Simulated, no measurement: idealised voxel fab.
Presented below is a process module, voxel fin reveal.
The cross-section on display is named cut; it measures 150 nm wide, and its cells are 5 nm squares.
A cross-section is written here as square cells arranged in a grid, and it is given in bands from the top down, each band taking up one or more rows of cells. For a band, the entry starts with two heights in nm, that of the top and then that of the bottom, and carries on with the band's materials in order from left to right, each alongside its width in nm; the word "edge to edge" beside a single material means it fills the band edge to edge, and "blank" means empty space. Height datum 0, below which the as-received substrate wafer is one material. Lowest band open at the bottom, running downward: "top 0, no bottom". A two-number width, for instance "30..40", indicates that the width is equal to the first number in the top row of the band and to the second number in the bottom row, and that it changes by a constant amount per row of cells. Reading "no modifications" for a step: not a cell of the cross-section changed in it. The label "Fully sealed cavities" introduces a list of the empty spaces, 8 cells or larger, that have no open way up to the top; each entry in it reads width x height at distance, where the distance is taken from the left edge and all three are stated in nm. What comes after the settings on a step's line is commentary from the simulator itself on that step. Steps that use a mask can have "overlay nm" on their line. It says how far the mask sat to the right of where it was meant to be. Negative means to the left.
The process steps that were planned are listed below:
1. RECEIVE,material Si
2. CONFORMAL_DEP,material SiN,thk nm 10
3. PATTERN,tone cover,mask id FINS,material resist,width nm 15,pitch nm 40,thk nm 15,overlay nm 0
4. DIRECTIONAL_ETCH,etch materials SiN,depth nm 10
5. DIRECTIONAL_ETCH,etch materials Si,depth nm 30
6. STRIP,etch materials resist
7. FILL_DEP,material SiO2,thk nm 5
8. CMP,height nm 10
9. SELECTIVE_ETCH,etch materials SiO2,depth nm 25
10. STRIP,etch materials SiN
11. CONFORMAL_DEP,material HfO2,thk nm 5
Cross-section of the wafer at receipt, which is the condition after step 1:
- top 0, no bottom: Si edge to edge
- Fully sealed cavities: none
Cross-section taken at module completion on the first of two wafers; processed per the plan:
- top 5, bottom 0: blank (20); HfO2 (25); blank (15); HfO2 (25); blank (15); HfO2 (25); blank (25)
- top 0, bottom -10: blank (20); HfO2 (5); Si (15); HfO2 (5); blank (15); HfO2 (5); Si (15); HfO2 (5); blank (15); HfO2 (5); Si (15); HfO2 (5); blank (25)
- top -10, bottom -15: HfO2 (25); Si (15); HfO2 (25); Si (15); HfO2 (25); Si (15); HfO2 (30)
- top -15, bottom -30: SiO2 (25); Si (15); SiO2 (25); Si (15); SiO2 (25); Si (15); SiO2 (30)
- top -30, no bottom: Si edge to edge
- Fully sealed cavities: none
Cross-section at end of module for the second wafer of two, which matched the first in starting point and plan and differed by one mistake in its processing:
- top 5, bottom 0: blank (25); HfO2 (25); blank (15); HfO2 (25); blank (15); HfO2 (25); blank (20)
- top 0, bottom -10: blank (25); HfO2 (5); Si (15); HfO2 (5); blank (15); HfO2 (5); Si (15); HfO2 (5); blank (15); HfO2 (5); Si (15); HfO2 (5); blank (20)
- top -10, bottom -15: HfO2 (30); Si (15); HfO2 (25); Si (15); HfO2 (25); Si (15); HfO2 (25)
- top -15, bottom -30: SiO2 (30); Si (15); SiO2 (25); Si (15); SiO2 (25); Si (15); SiO2 (25)
- top -30, no bottom: Si edge to edge
- Fully sealed cavities: none
In executing the process, a mistake was made relative to the plan: rather than as planned, step 3 actually ran as PATTERN,tone cover,mask id FINS,material resist,width nm 15,pitch nm 40,thk nm 15,overlay nm 5
Matching per-material cell counts, mismatched positions: that is how the second wafer compares with the first at the end.
